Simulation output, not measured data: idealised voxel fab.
Process module under the name voxel trench capacitor
The width of the displayed cross-section, cut, is 140 nm; its cells are square, with a size of 5 nm.
Think of the cross-section as a grid of square cells. We describe it in bands, top to bottom, and each band covers one or more rows of those cells. It is stipulated that each band's entry specify, in nanometres, the height of the top of the band and then that of its bottom, followed by the materials of the band in left-to-right sequence, each together with its width in nanometres. A single material marked by the word "full width" is understood to fill the band from edge to edge; the word "empty" is understood to denote empty space. We count height from 0. Below that, the starting wafer is all one material. The lowest band never ends at the bottom but goes on down; see "from 0 down" for how that is written. A two-number width, for instance "30..40", indicates that the width is equal to the first number in the top row of the band and to the second number in the bottom row, and that it changes by a constant amount per row of cells. Step note "remained the same" = no cross-section cell changed. Any empty space of 8 cells or more lacking an open way to the top shows up in "Completely sealed voids" as width x height at distance, distance from the left edge, in nm. Where a step's line continues beyond its settings, the continuation is a remark by the simulator itself on that step. You can add "overlay nm" to a step's line. For a step with a mask, it describes how far the mask lay to the right of its planned position, and a negative number describes a lay to the left.

[Planned step list for the process]
- 1: RECEIVE | material Si
- 2: CONFORMAL_DEP | material SiN | thk nm 10
- 3: MASKED_ETCH | tone open | mask id TRENCH | width nm 20 | pitch nm 35 | etch materials SiN | depth nm 10 | overlay nm 0
- 4: MASKED_ETCH | tone open | mask id TRENCH | width nm 20 | pitch nm 35 | etch materials Si | depth nm 35 | overlay nm 0
- 5: CONFORMAL_DEP | material Al2O3 | thk nm 5
- 6: FILL_DEP | material polySi | thk nm 5
- 7: CMP | height nm 10

[Cross-section of the wafer upon arrival, representing the state reached after step 1]
  from 0 down = Si full width
  Completely sealed voids: none

[first wafer at the end, as planned]
  from 10 to 0 = 40 SiN, then 5 Al2O3, then 10 polySi, then 5 Al2O3, then 15 SiN, then 5 Al2O3, then 10 polySi, then 5 Al2O3, then 45 SiN
  from 0 to -30 = 40 Si, then 5 Al2O3, then 10 polySi, then 5 Al2O3, then 15 Si, then 5 Al2O3, then 10 polySi, then 5 Al2O3, then 45 Si
  from -30 to -35 = 40 Si, then 20 Al2O3, then 15 Si, then 20 Al2O3, then 45 Si
  from -35 down = Si full width
  Completely sealed voids: none

[Cross-section at end of module for the second wafer of two, which matched the first in starting point and plan and differed by one mistake in its processing]
  from 0 to -30 = 40 Si, then 5 Al2O3, then 10 polySi, then 5 Al2O3, then 15 Si, then 5 Al2O3, then 10 polySi, then 5 Al2O3, then 45 Si
  from -30 to -35 = 40 Si, then 20 Al2O3, then 15 Si, then 20 Al2O3, then 45 Si
  from -35 down = Si full width
  Completely sealed voids: none
Here's what went sideways: the process deviated at step 7: the operation and settings actually run there were CMP | height nm 0
The closing comparison, in cells, has the second wafer with more or fewer of some materials than the first: Al2O3: 8 fewer, SiN: 40 fewer, polySi: 8 fewer
